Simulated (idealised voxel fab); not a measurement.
Name of the process module below: voxel quadruple lines
Pictured: cross-section cut, 220 nm wide, on a grid of 5 nm square cells.
For the purposes of this document, a cross-section shall be understood as a grid of square cells, specified as bands listed in top-to-bottom order, each band consisting of one or more rows of cells.
Top height, bottom height, nm. Materials left to right, width each, nm. Single material + "edge to edge" = fills band edge to edge. "blank" = empty.
Measure heights from 0. That's the level where, below it, the as-received wafer is all one material. The lowest band is bottomless and extends downward; write it as in "from 0 down".
Quick explanation for "30 to 40": the width changes in equal steps down the rows of cells, from the first number in the band's top row to the second number in its bottom row.
Reading "changes: none" for a step: not a cell of the cross-section changed in it.
"Entrapped voids": empty spaces of 8 cells or more with no open way to the top, each given as width x height at distance, distance from the left edge, all in nm.
If you see something after the settings on a step's line, that's the simulator's own remark about that step.
A step's line can hold "overlay nm"; with a mask on that step, the setting says how far right of the planned place the mask lay, while a negative setting says it lay to the left.
**These are the steps we planned for the process**
- 1: RECEIVE, material Si
- 2: CONFORMAL_DEP, material SiO2, thk nm 10
- 3: DIRECTIONAL_DEP, material W, thk nm 15
- 4: DIRECTIONAL_DEP, material polySi, thk nm 20
- 5: DIRECTIONAL_DEP, material aC, thk nm 25
- 6: PATTERN, tone cover, mask id MANDREL, material resist, width nm 35, pitch nm 100, thk nm 35, overlay nm 0
- 7: DIRECTIONAL_ETCH, etch materials aC, depth nm 25
- 8: STRIP, etch materials resist
- 9: CONFORMAL_DEP, material SiO2, thk nm 15
- 10: DIRECTIONAL_ETCH, etch materials SiO2, depth nm 15
- 11: STRIP, etch materials aC
- 12: DIRECTIONAL_ETCH, etch materials polySi, depth nm 20
- 13: STRIP, etch materials SiO2
- 14: CONFORMAL_DEP, material SiCN, thk nm 10
- 15: DIRECTIONAL_ETCH, etch materials SiCN, depth nm 10
- 16: STRIP, etch materials polySi
- 17: DIRECTIONAL_ETCH, etch materials W, depth nm 15
- 18: STRIP, etch materials SiCN
- 19: FILL_DEP, material SiO2, thk nm 5
- 20: CMP, height nm 25
**Cross-section: wafer on arrival = after step 1**
> from 0 down  Si edge to edge
> Entrapped voids: none
**End-of-module cross-section of the first of two wafers, processed as planned**
> from 25 to 10  SiO2=15; W=10; SiO2=15; W=10; SiO2=15; W=10; SiO2=15; W=10; SiO2=15; W=10; SiO2=15; W=10; SiO2=15; W=10; SiO2=15; W=10; SiO2=20
> from 10 to 0  SiO2 edge to edge
> from 0 down  Si edge to edge
> Entrapped voids: none
**Here's the second of our two wafers sectioned at module end. Same start as the first, same plan, but one mistake got made running it**
> from 25 to 10  aC edge to edge
> from 10 to 0  SiO2 edge to edge
> from 0 down  Si edge to edge
> Entrapped voids: none
The plan and the run diverged here: step 3 deviated from plan and actually ran as DIRECTIONAL_DEP, material aC, thk nm 15
Upon completion, the second wafer contains, in terms of cells, a greater or smaller amount of certain materials than the first wafer: -84 SiO2 | -48 W | +132 aC
